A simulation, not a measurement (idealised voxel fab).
The process module that follows is named voxel gate over fins.
We display cut, a cross-section 195 nm in width whose square cells are each 5 nm.
We lay out every cross-section as a grid of square cells and spell it out in bands from the top down, where one band means one or more rows of cells.
A band entry consists of two parts. The first gives the height of the band's top and the height of its bottom, in nm. The rest lists the band's materials from left to right, each with its width in nm. A single material labelled with the word "edge to edge" fills the band from edge to edge, and the word "air" marks empty space.
Heights are reckoned from 0. Under this level, the received wafer is all of one material. The bottommost band is open-ended downward, for example "from 0 down".
The expression "30 to 40" gives the width at the extremes of the band, the first number at its top row of cells and the second at its bottom row, with the width changing by equal amounts from each row to the next in between.
"no alteration" means the step left every cell of the cross-section as it was.
The entry "Closed cavities" lists the empty spaces that cover at least 8 cells and have no open path to the top. Each is written as width x height at distance, where the distance is measured from the left edge and all three values are in nm.
It should be noted that, on the line of a given step, the content following the step's settings is a remark produced by the simulator itself with respect to that step.
Among the settings permitted on a step's line is "overlay nm"; applied to a step with a mask, it specifies the extent to which the mask lay to the right of its planned position, whereas a negative figure signifies a position to the left.

SET OUT BELOW ARE THE PLANNED STEPS OF THE PROCESS
1,RECEIVE (material Si)
2,CONFORMAL_DEP (material SiN; thk nm 5)
3,MASKED_ETCH (tone cover; mask id FINS; width nm 15; pitch nm 55; etch materials SiN; depth nm 5; overlay nm 0)
4,MASKED_ETCH (tone cover; mask id FINS; width nm 15; pitch nm 55; etch materials Si; depth nm 35; overlay nm 0)
5,FILL_DEP (material SiO2; thk nm 15)
6,CMP (height nm 5)
7,DIRECTIONAL_DEP (material aC; thk nm 15)
8,PATTERN (tone open; mask id RAIL; material resist; width nm 15; thk nm 30; overlay nm 0)
9,DIRECTIONAL_ETCH (etch materials aC; depth nm 15)
10,STRIP (etch materials resist)
11,DIRECTIONAL_ETCH (etch materials SiO2; depth nm 35)
12,STRIP (etch materials aC)
13,CONFORMAL_DEP (material TiN; thk nm 5)
14,FILL_DEP (material W; thk nm 5)
15,CMP (height nm 5)
16,SELECTIVE_ETCH (etch materials W Ru TiN; depth nm 20)
17,FILL_DEP (material SiO2; thk nm 5)
18,CMP (height nm 5)
19,SELECTIVE_ETCH (etch materials SiO2; depth nm 15)
20,STRIP (etch materials SiN)
21,CONFORMAL_DEP (material HfO2; thk nm 5)
22,CONFORMAL_DEP (material TiN; thk nm 5)
23,FILL_DEP (material W; thk nm 15)
24,CMP (height nm 20)
25,CONFORMAL_DEP (material SiCN; thk nm 5)

CROSS-SECTION: WAFER ON ARRIVAL = AFTER STEP 1
  from 0 down  Si edge to edge
  Closed cavities: none

AS-PLANNED RUN: CROSS-SECTION OF THE FIRST OF TWO WAFERS AT END OF MODULE
  from 25 to 20  SiCN edge to edge
  from 20 to 10  W edge to edge
  from 10 to 5  W (25) | TiN (35) | W (20) | TiN (35) | W (20) | TiN (35) | W (25)
  from 5 to 0  W (25) | TiN (5) | HfO2 (25) | TiN (5) | W (20) | TiN (5) | HfO2 (25) | TiN (5) | W (20) | TiN (5) | HfO2 (25) | TiN (5) | W (25)
  from 0 to -5  TiN (30) | HfO2 (5) | Si (15) | HfO2 (5) | TiN (30) | HfO2 (5) | Si (15) | HfO2 (5) | TiN (30) | HfO2 (5) | Si (15) | HfO2 (5) | TiN (30)
  from -5 to -10  HfO2 (35) | Si (15) | HfO2 (40) | Si (15) | HfO2 (40) | Si (15) | HfO2 (35)
  from -10 to -15  SiO2 (35) | Si (15) | SiO2 (40) | Si (15) | SiO2 (40) | Si (15) | SiO2 (35)
  from -15 to -25  SiO2 (35) | Si (15) | SiO2 (10) | TiN (5) | W (5) | TiN (5) | SiO2 (15) | Si (15) | SiO2 (40) | Si (15) | SiO2 (35)
  from -25 to -30  SiO2 (35) | Si (15) | SiO2 (10) | TiN (15) | SiO2 (15) | Si (15) | SiO2 (40) | Si (15) | SiO2 (35)
  from -30 to -35  SiO2 (35) | Si (15) | SiO2 (40) | Si (15) | SiO2 (40) | Si (15) | SiO2 (35)
  from -35 down  Si edge to edge
  Closed cavities: none

CROSS-SECTION, WAFER TWO OF TWO, END OF MODULE: SAME START AND PLAN AS WAFER ONE, ONE ERROR IN EXECUTION
  from 25 to 20  SiCN edge to edge
  from 20 to 10  W edge to edge
  from 10 to 5  W (25) | TiN (35) | W (20) | TiN (35) | W (20) | TiN (35) | W (25)
  from 5 to 0  W (25) | TiN (5) | HfO2 (25) | TiN (5) | W (20) | TiN (5) | HfO2 (25) | TiN (5) | W (20) | TiN (5) | HfO2 (25) | TiN (5) | W (25)
  from 0 to -5  TiN (30) | HfO2 (5) | Si (15) | HfO2 (5) | TiN (30) | HfO2 (5) | Si (15) | HfO2 (5) | TiN (30) | HfO2 (5) | Si (15) | HfO2 (5) | TiN (30)
  from -5 to -10  HfO2 (35) | Si (15) | HfO2 (40) | Si (15) | HfO2 (40) | Si (15) | HfO2 (35)
  from -10 to -15  SiO2 (35) | Si (15) | SiO2 (40) | Si (15) | SiO2 (40) | Si (15) | SiO2 (35)
  from -15 to -25  SiO2 (35) | Si (15) | TiN (5) | W (5) | TiN (5) | SiO2 (25) | Si (15) | SiO2 (40) | Si (15) | SiO2 (35)
  from -25 to -30  SiO2 (35) | Si (15) | TiN (15) | SiO2 (25) | Si (15) | SiO2 (40) | Si (15) | SiO2 (35)
  from -30 to -35  SiO2 (35) | Si (15) | SiO2 (40) | Si (15) | SiO2 (40) | Si (15) | SiO2 (35)
  from -35 down  Si edge to edge
  Closed cavities: none
what went wrong: step 8 was processed under conditions differing from the plan, specifically as PATTERN (tone open; mask id RAIL; material resist; width nm 15; thk nm 30; overlay nm -10)
Final state: per-material cell counts identical on both wafers; locations differ.
